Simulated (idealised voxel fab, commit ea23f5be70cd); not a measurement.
process module | voxel plated lines
cross-section cut | 225 nm wide | cells 5 nm
A cross-section is a grid of square cells, given in bands from the top down. A band is one or more rows of cells.
Each band's line starts with the height of the band's top and of its bottom, in nm. Then come its materials from left to right, each with its width in nm. One material with "throughout" fills the band from edge to edge. "air" is empty space.
Height 0 is the level under which the wafer as received is all one material. The lowest band goes on downwards, as in "0 down".
A width such as "30 to 40" changes by the same amount from each row of cells to the next, from the band's top row to its bottom row.
"no change" after a step means that no cell of the cross-section changed.
closed voids: empty space of 8 cells or more with no open way to the top, each as width x height at its distance from the left edge, in nm
after a step's settings: what the simulator itself notes on the step
overlay nm, on a step with a mask: how far to the right of its planned place the mask lay; to the left if negative
plan
1 op RECEIVE | material Si
2 op CONFORMAL_DEP | material Al2O3 | thk nm 10
3 op DIRECTIONAL_DEP | material TiN | thk nm 5
4 op PATTERN | tone open | mask id LINES | material resist | width nm 15 | pitch nm 40 | thk nm 30 | overlay nm 0
5 op EPI | material Ru | thk nm 5
6 op EPI | material Ru | thk nm 5
7 op STRIP | etch materials resist
8 op DIRECTIONAL_ETCH | etch materials TiN | depth nm 5
9 op CONFORMAL_DEP | material SiO2 | thk nm 10
first wafer, as planned
as received, after step 1
  0 down: Si throughout
  closed voids: none
after step 2
  10 to 0: Al2O3 throughout
  below 0: unchanged
after step 3
  15 to 10: TiN throughout
  below 10: unchanged
after step 4
  45 to 15: resist 85 | air 15 | resist 25 | air 15 | resist 85
  below 15: unchanged
after step 5
  45 to 20: resist 85 | air 15 | resist 25 | air 15 | resist 85
  20 to 15: resist 85 | Ru 15 | resist 25 | Ru 15 | resist 85
  below 15: unchanged
after step 6
  45 to 25: resist 85 | air 15 | resist 25 | air 15 | resist 85
  25 to 15: resist 85 | Ru 15 | resist 25 | Ru 15 | resist 85
  below 15: unchanged
after step 7
  25 to 15: air 85 | Ru 15 | air 25 | Ru 15 | air 85
  below 15: unchanged
after step 8
  25 to 15: air 85 | Ru 15 | air 25 | Ru 15 | air 85
  15 to 10: air 85 | TiN 15 | air 25 | TiN 15 | air 85
  below 10: unchanged
after step 9
  35 to 25: air 75 | SiO2 35 | air 5 | SiO2 35 | air 75
  25 to 20: air 75 | SiO2 10 | Ru 15 | SiO2 10 | air 5 | SiO2 10 | Ru 15 | SiO2 10 | air 75
  20 to 15: SiO2 85 | Ru 15 | SiO2 25 | Ru 15 | SiO2 85
  15 to 10: SiO2 85 | TiN 15 | SiO2 25 | TiN 15 | SiO2 85
  below 10: unchanged
second wafer: like start, like plan, one mistake. Through step 3 it matches the first wafer
when step 4 should have ended
  45 to 15: resist 80 | air 15 | resist 25 | air 15 | resist 90
  below 15: unchanged
when step 5 should have ended
  45 to 20: resist 80 | air 15 | resist 25 | air 15 | resist 90
  20 to 15: resist 80 | Ru 15 | resist 25 | Ru 15 | resist 90
  below 15: unchanged
when step 6 should have ended
  45 to 25: resist 80 | air 15 | resist 25 | air 15 | resist 90
  25 to 15: resist 80 | Ru 15 | resist 25 | Ru 15 | resist 90
  below 15: unchanged
when step 7 should have ended
  25 to 15: air 80 | Ru 15 | air 25 | Ru 15 | air 90
  below 15: unchanged
when step 8 should have ended
  25 to 15: air 80 | Ru 15 | air 25 | Ru 15 | air 90
  15 to 10: air 80 | TiN 15 | air 25 | TiN 15 | air 90
  below 10: unchanged
when step 9 should have ended
  35 to 25: air 70 | SiO2 35 | air 5 | SiO2 35 | air 80
  25 to 20: air 70 | SiO2 10 | Ru 15 | SiO2 10 | air 5 | SiO2 10 | Ru 15 | SiO2 10 | air 80
  20 to 15: SiO2 80 | Ru 15 | SiO2 25 | Ru 15 | SiO2 90
  15 to 10: SiO2 80 | TiN 15 | SiO2 25 | TiN 15 | SiO2 90
  below 10: unchanged
what went wrong: step 4 ran as: op PATTERN | tone open | mask id LINES | material resist | width nm 15 | pitch nm 40 | thk nm 30 | overlay nm -5
at the end the second wafer has, in cells: as many of each material as the first, in other places
